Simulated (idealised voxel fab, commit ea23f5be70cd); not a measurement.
Process module in this document: voxel self aligned contacts
FYI the section here is cut, 235 nm wide, cells are 5 nm squares.
Square cells in a grid make up a cross-section in this document, and the grid is given as bands, listed from the top down, each one or more rows of cells. Quick guide to a band line: top height, bottom height (nm) up front; then every material left to right with its width in nm. Only one material and it's marked "throughout"? Then it fills the band edge to edge. And "blank" just means empty space. Zero point of the height axis is 0; under it, received wafer = one material. Lowest band: continues down indefinitely, "z 0 and below". The width entry "30..40" should be interpreted row by row: the top row of cells in the band takes the first number, the bottom row takes the second number, and the change between adjacent rows is uniform throughout. "identical to before", as given for a step, is the statement that not any cell of the cross-section underwent a change during that step. "Entrapped voids" specifies each empty space that is not open to the top and that occupies no fewer than 8 cells, using the form width x height at distance, the distance measured from the left edge and all three quantities in nm. Anything after a step's settings on that line? It's the simulator's own note about the step. On any step carrying a mask, the "overlay nm" setting, if present on the step's line, tells how far right of its planned place the mask lay; negative values point to the left.
### Below is the list of planned process steps
1. RECEIVE (material Si)
2. CONFORMAL_DEP (material SiO2; thk nm 5)
3. DIRECTIONAL_DEP (material polySi; thk nm 25)
4. DIRECTIONAL_DEP (material SiN; thk nm 20)
5. DIRECTIONAL_DEP (material aC; thk nm 10)
6. PATTERN (tone cover; mask id GATE; material resist; width nm 35; pitch nm 60; thk nm 30; overlay nm 0)
7. DIRECTIONAL_ETCH (etch materials aC; depth nm 10)
8. STRIP (etch materials resist)
9. DIRECTIONAL_ETCH (etch materials SiN; depth nm 20)
10. DIRECTIONAL_ETCH (etch materials polySi; depth nm 25)
11. STRIP (etch materials aC)
12. CONFORMAL_DEP (material SiN; thk nm 5)
13. DIRECTIONAL_ETCH (etch materials SiN; depth nm 5)
14. FILL_DEP (material SiO2; thk nm 15)
15. CMP (height nm 55)
16. DIRECTIONAL_DEP (material aC; thk nm 15)
17. PATTERN (tone open; mask id CONTACT; material resist; width nm 45; pitch nm 60; thk nm 35; overlay nm 0)
18. DIRECTIONAL_ETCH (etch materials aC; depth nm 15)
19. STRIP (etch materials resist)
20. DIRECTIONAL_ETCH (etch materials SiO2; depth nm 55)
21. STRIP (etch materials aC)
22. CONFORMAL_DEP (material TiN; thk nm 5)
23. FILL_DEP (material W; thk nm 10)
24. CMP (height nm 55)
25. CONFORMAL_DEP (material SiN; thk nm 5)
### First out of two wafers; run went to plan
### Wafer at receipt (post step 1), cross-section
    z 0 and below = Si throughout
    Entrapped voids: none
### State of the wafer after step 2, shown in cross-section
    z 5 to 0 = SiO2 throughout
    For the remainder of the cross-section, below 0, there is no change.
### State of the wafer after step 3, shown in cross-section
    z 30 to 5 = polySi throughout
    For the remainder of the cross-section, below 5, there is no change.
### State of the wafer after step 4, shown in cross-section
    z 50 to 30 = SiN throughout
    For the remainder of the cross-section, below 30, there is no change.
### State of the wafer after step 5, shown in cross-section
    z 60 to 50 = aC throughout
    For the remainder of the cross-section, below 50, there is no change.
### State of the wafer after step 6, shown in cross-section
    z 90 to 60 = blank 40  resist 35  blank 25  resist 35  blank 25  resist 35  blank 40
    For the remainder of the cross-section, below 60, there is no change.
### State of the wafer after step 7, shown in cross-section
    z 80 to 60 = blank 40  resist 35  blank 25  resist 35  blank 25  resist 35  blank 40
    z 60 to 50 = blank 40  aC 35  blank 25  aC 35  blank 25  aC 35  blank 40
    For the remainder of the cross-section, below 50, there is no change.
### State of the wafer after step 8, shown in cross-section
    z 60 to 50 = blank 40  aC 35  blank 25  aC 35  blank 25  aC 35  blank 40
    For the remainder of the cross-section, below 50, there is no change.
### State of the wafer after step 9, shown in cross-section
    z 60 to 50 = blank 40  aC 35  blank 25  aC 35  blank 25  aC 35  blank 40
    z 50 to 30 = blank 40  SiN 35  blank 25  SiN 35  blank 25  SiN 35  blank 40
    For the remainder of the cross-section, below 30, there is no change.
### State of the wafer after step 10, shown in cross-section
    z 60 to 50 = blank 40  aC 35  blank 25  aC 35  blank 25  aC 35  blank 40
    z 50 to 30 = blank 40  SiN 35  blank 25  SiN 35  blank 25  SiN 35  blank 40
    z 30 to 5 = blank 40  polySi 35  blank 25  polySi 35  blank 25  polySi 35  blank 40
    For the remainder of the cross-section, below 5, there is no change.
### State of the wafer after step 11, shown in cross-section
    z 50 to 30 = blank 40  SiN 35  blank 25  SiN 35  blank 25  SiN 35  blank 40
    For the remainder of the cross-section, below 30, there is no change.
### State of the wafer after step 12, shown in cross-section
    z 55 to 30 = blank 35  SiN 45  blank 15  SiN 45  blank 15  SiN 45  blank 35
    z 30 to 10 = blank 35  SiN 5  polySi 35  SiN 5  blank 15  SiN 5  polySi 35  SiN 5  blank 15  SiN 5  polySi 35  SiN 5  blank 35
    z 10 to 5 = SiN 40  polySi 35  SiN 25  polySi 35  SiN 25  polySi 35  SiN 40
    For the remainder of the cross-section, below 5, there is no change.
### State of the wafer after step 13, shown in cross-section
    z 50 to 30 = blank 35  SiN 45  blank 15  SiN 45  blank 15  SiN 45  blank 35
    z 30 to 5 = blank 35  SiN 5  polySi 35  SiN 5  blank 15  SiN 5  polySi 35  SiN 5  blank 15  SiN 5  polySi 35  SiN 5  blank 35
    For the remainder of the cross-section, below 5, there is no change.
### State of the wafer after step 14, shown in cross-section
    z 65 to 50 = SiO2 throughout
    z 50 to 30 = SiO2 35  SiN 45  SiO2 15  SiN 45  SiO2 15  SiN 45  SiO2 35
    z 30 to 5 = SiO2 35  SiN 5  polySi 35  SiN 5  SiO2 15  SiN 5  polySi 35  SiN 5  SiO2 15  SiN 5  polySi 35  SiN 5  SiO2 35
    For the remainder of the cross-section, below 5, there is no change.
### State of the wafer after step 15, shown in cross-section
    z 55 to 50 = SiO2 throughout
    For the remainder of the cross-section, below 50, there is no change.
### State of the wafer after step 16, shown in cross-section
    z 70 to 55 = aC throughout
    For the remainder of the cross-section, below 55, there is no change.
### State of the wafer after step 17, shown in cross-section
    z 105 to 70 = resist 65  blank 45  resist 15  blank 45  resist 65
    For the remainder of the cross-section, below 70, there is no change.
### State of the wafer after step 18, shown in cross-section
    z 90 to 70 = resist 65  blank 45  resist 15  blank 45  resist 65
    z 70 to 55 = aC 65  blank 45  aC 15  blank 45  aC 65
    For the remainder of the cross-section, below 55, there is no change.
### State of the wafer after step 19, shown in cross-section
    z 70 to 55 = aC 65  blank 45  aC 15  blank 45  aC 65
    For the remainder of the cross-section, below 55, there is no change.
### State of the wafer after step 20, shown in cross-section
    z 70 to 55 = aC 65  blank 45  aC 15  blank 45  aC 65
    z 55 to 50 = SiO2 65  blank 45  SiO2 15  blank 45  SiO2 65
    z 50 to 30 = SiO2 35  SiN 45  blank 15  SiN 45  blank 15  SiN 45  SiO2 35
    z 30 to 5 = SiO2 35  SiN 5  polySi 35  SiN 5  blank 15  SiN 5  polySi 35  SiN 5  blank 15  SiN 5  polySi 35  SiN 5  SiO2 35
    z 5 to 0 = SiO2 80  blank 15  SiO2 45  blank 15  SiO2 80
    For the remainder of the cross-section, below 0, there is no change.
### State of the wafer after step 21, shown in cross-section
    z 55 to 50 = SiO2 65  blank 45  SiO2 15  blank 45  SiO2 65
    For the remainder of the cross-section, below 50, there is no change.
### State of the wafer after step 22, shown in cross-section
    z 60 to 55 = TiN 70  blank 35  TiN 25  blank 35  TiN 70
    z 55 to 50 = SiO2 65  TiN 20  blank 5  TiN 20  SiO2 15  TiN 20  blank 5  TiN 20  SiO2 65
    z 50 to 30 = SiO2 35  SiN 45  TiN 5  blank 5  TiN 5  SiN 45  TiN 5  blank 5  TiN 5  SiN 45  SiO2 35
    z 30 to 5 = SiO2 35  SiN 5  polySi 35  SiN 5  TiN 5  blank 5  TiN 5  SiN 5  polySi 35  SiN 5  TiN 5  blank 5  TiN 5  SiN 5  polySi 35  SiN 5  SiO2 35
    z 5 to 0 = SiO2 80  TiN 15  SiO2 45  TiN 15  SiO2 80
    For the remainder of the cross-section, below 0, there is no change.
### State of the wafer after step 23, shown in cross-section
    z 70 to 60 = W throughout
    z 60 to 55 = TiN 70  W 35  TiN 25  W 35  TiN 70
    z 55 to 50 = SiO2 65  TiN 20  W 5  TiN 20  SiO2 15  TiN 20  W 5  TiN 20  SiO2 65
    z 50 to 30 = SiO2 35  SiN 45  TiN 5  W 5  TiN 5  SiN 45  TiN 5  W 5  TiN 5  SiN 45  SiO2 35
    z 30 to 5 = SiO2 35  SiN 5  polySi 35  SiN 5  TiN 5  W 5  TiN 5  SiN 5  polySi 35  SiN 5  TiN 5  W 5  TiN 5  SiN 5  polySi 35  SiN 5  SiO2 35
    For the remainder of the cross-section, below 5, there is no change.
### State of the wafer after step 24, shown in cross-section
    z 55 to 50 = SiO2 65  TiN 20  W 5  TiN 20  SiO2 15  TiN 20  W 5  TiN 20  SiO2 65
    For the remainder of the cross-section, below 50, there is no change.
### State of the wafer after step 25, shown in cross-section
    z 60 to 55 = SiN throughout
    For the remainder of the cross-section, below 55, there is no change.
### Wafer two. Identical start, identical plan. One mistake in execution. Identical history through step 1
### Cross-section of the second wafer at the time step 2 of the plan should have ended
    z 15 to 0 = SiO2 throughout
    For the remainder of the cross-section, below 0, there is no change.
### Cross-section of the second wafer at the time step 3 of the plan should have ended
    z 40 to 15 = polySi throughout
    For the remainder of the cross-section, below 15, there is no change.
### Cross-section of the second wafer at the time step 4 of the plan should have ended
    z 60 to 40 = SiN throughout
    For the remainder of the cross-section, below 40, there is no change.
### Cross-section of the second wafer at the time step 5 of the plan should have ended
    z 70 to 60 = aC throughout
    For the remainder of the cross-section, below 60, there is no change.
### Cross-section of the second wafer at the time step 6 of the plan should have ended
    z 100 to 70 = blank 40  resist 35  blank 25  resist 35  blank 25  resist 35  blank 40
    For the remainder of the cross-section, below 70, there is no change.
### Cross-section of the second wafer at the time step 7 of the plan should have ended
    z 90 to 70 = blank 40  resist 35  blank 25  resist 35  blank 25  resist 35  blank 40
    z 70 to 60 = blank 40  aC 35  blank 25  aC 35  blank 25  aC 35  blank 40
    For the remainder of the cross-section, below 60, there is no change.
### Cross-section of the second wafer at the time step 8 of the plan should have ended
    z 70 to 60 = blank 40  aC 35  blank 25  aC 35  blank 25  aC 35  blank 40
    For the remainder of the cross-section, below 60, there is no change.
### Cross-section of the second wafer at the time step 9 of the plan should have ended
    z 70 to 60 = blank 40  aC 35  blank 25  aC 35  blank 25  aC 35  blank 40
    z 60 to 40 = blank 40  SiN 35  blank 25  SiN 35  blank 25  SiN 35  blank 40
    For the remainder of the cross-section, below 40, there is no change.
### Cross-section of the second wafer at the time step 10 of the plan should have ended
    z 70 to 60 = blank 40  aC 35  blank 25  aC 35  blank 25  aC 35  blank 40
    z 60 to 40 = blank 40  SiN 35  blank 25  SiN 35  blank 25  SiN 35  blank 40
    z 40 to 15 = blank 40  polySi 35  blank 25  polySi 35  blank 25  polySi 35  blank 40
    For the remainder of the cross-section, below 15, there is no change.
### Cross-section of the second wafer at the time step 11 of the plan should have ended
    z 60 to 40 = blank 40  SiN 35  blank 25  SiN 35  blank 25  SiN 35  blank 40
    For the remainder of the cross-section, below 40, there is no change.
### Cross-section of the second wafer at the time step 12 of the plan should have ended
    z 65 to 40 = blank 35  SiN 45  blank 15  SiN 45  blank 15  SiN 45  blank 35
    z 40 to 20 = blank 35  SiN 5  polySi 35  SiN 5  blank 15  SiN 5  polySi 35  SiN 5  blank 15  SiN 5  polySi 35  SiN 5  blank 35
    z 20 to 15 = SiN 40  polySi 35  SiN 25  polySi 35  SiN 25  polySi 35  SiN 40
    For the remainder of the cross-section, below 15, there is no change.
### Cross-section of the second wafer at the time step 13 of the plan should have ended
    z 60 to 40 = blank 35  SiN 45  blank 15  SiN 45  blank 15  SiN 45  blank 35
    z 40 to 15 = blank 35  SiN 5  polySi 35  SiN 5  blank 15  SiN 5  polySi 35  SiN 5  blank 15  SiN 5  polySi 35  SiN 5  blank 35
    For the remainder of the cross-section, below 15, there is no change.
### Cross-section of the second wafer at the time step 14 of the plan should have ended
    z 75 to 60 = SiO2 throughout
    z 60 to 40 = SiO2 35  SiN 45  SiO2 15  SiN 45  SiO2 15  SiN 45  SiO2 35
    z 40 to 15 = SiO2 35  SiN 5  polySi 35  SiN 5  SiO2 15  SiN 5  polySi 35  SiN 5  SiO2 15  SiN 5  polySi 35  SiN 5  SiO2 35
    For the remainder of the cross-section, below 15, there is no change.
### Cross-section of the second wafer at the time step 15 of the plan should have ended
    z 55 to 40 = SiO2 35  SiN 45  SiO2 15  SiN 45  SiO2 15  SiN 45  SiO2 35
    For the remainder of the cross-section, below 40, there is no change.
### Cross-section of the second wafer at the time step 16 of the plan should have ended
    z 70 to 55 = aC throughout
    For the remainder of the cross-section, below 55, there is no change.
### Cross-section of the second wafer at the time step 17 of the plan should have ended
    z 105 to 70 = resist 65  blank 45  resist 15  blank 45  resist 65
    For the remainder of the cross-section, below 70, there is no change.
### Cross-section of the second wafer at the time step 18 of the plan should have ended
    z 90 to 70 = resist 65  blank 45  resist 15  blank 45  resist 65
    z 70 to 55 = aC 65  blank 45  aC 15  blank 45  aC 65
    For the remainder of the cross-section, below 55, there is no change.
### Cross-section of the second wafer at the time step 19 of the plan should have ended
    z 70 to 55 = aC 65  blank 45  aC 15  blank 45  aC 65
    For the remainder of the cross-section, below 55, there is no change.
### Cross-section of the second wafer at the time step 20 of the plan should have ended
    z 70 to 55 = aC 65  blank 45  aC 15  blank 45  aC 65
    z 55 to 40 = SiO2 35  SiN 45  blank 15  SiN 45  blank 15  SiN 45  SiO2 35
    z 40 to 15 = SiO2 35  SiN 5  polySi 35  SiN 5  blank 15  SiN 5  polySi 35  SiN 5  blank 15  SiN 5  polySi 35  SiN 5  SiO2 35
    z 15 to 0 = SiO2 80  blank 15  SiO2 45  blank 15  SiO2 80
    For the remainder of the cross-section, below 0, there is no change.
### Cross-section of the second wafer at the time step 21 of the plan should have ended
    z 55 to 40 = SiO2 35  SiN 45  blank 15  SiN 45  blank 15  SiN 45  SiO2 35
    For the remainder of the cross-section, below 40, there is no change.
### Cross-section of the second wafer at the time step 22 of the plan should have ended
    z 60 to 55 = TiN 85  blank 5  TiN 55  blank 5  TiN 85
    z 55 to 40 = SiO2 35  SiN 45  TiN 5  blank 5  TiN 5  SiN 45  TiN 5  blank 5  TiN 5  SiN 45  SiO2 35
    z 40 to 15 = SiO2 35  SiN 5  polySi 35  SiN 5  TiN 5  blank 5  TiN 5  SiN 5  polySi 35  SiN 5  TiN 5  blank 5  TiN 5  SiN 5  polySi 35  SiN 5  SiO2 35
    z 15 to 5 = SiO2 80  TiN 5  blank 5  TiN 5  SiO2 45  TiN 5  blank 5  TiN 5  SiO2 80
    z 5 to 0 = SiO2 80  TiN 15  SiO2 45  TiN 15  SiO2 80
    For the remainder of the cross-section, below 0, there is no change.
### Cross-section of the second wafer at the time step 23 of the plan should have ended
    z 70 to 60 = W throughout
    z 60 to 55 = TiN 85  W 5  TiN 55  W 5  TiN 85
    z 55 to 40 = SiO2 35  SiN 45  TiN 5  W 5  TiN 5  SiN 45  TiN 5  W 5  TiN 5  SiN 45  SiO2 35
    z 40 to 15 = SiO2 35  SiN 5  polySi 35  SiN 5  TiN 5  W 5  TiN 5  SiN 5  polySi 35  SiN 5  TiN 5  W 5  TiN 5  SiN 5  polySi 35  SiN 5  SiO2 35
    z 15 to 5 = SiO2 80  TiN 5  W 5  TiN 5  SiO2 45  TiN 5  W 5  TiN 5  SiO2 80
    For the remainder of the cross-section, below 5, there is no change.
### Cross-section of the second wafer at the time step 24 of the plan should have ended
    z 55 to 40 = SiO2 35  SiN 45  TiN 5  W 5  TiN 5  SiN 45  TiN 5  W 5  TiN 5  SiN 45  SiO2 35
    For the remainder of the cross-section, below 40, there is no change.
### Cross-section of the second wafer at the time step 25 of the plan should have ended
    z 60 to 55 = SiN throughout
    For the remainder of the cross-section, below 55, there is no change.
Nonconformance to the process plan: heads up, step 2 didn't go per plan, it actually ran as CONFORMAL_DEP (material SiO2; thk nm 15)
It is noted that, at the conclusion of processing, the second wafer exhibits a higher or lower cell count for certain materials relative to the first: SiN: 27 fewer | SiO2: 39 more | TiN: 12 fewer
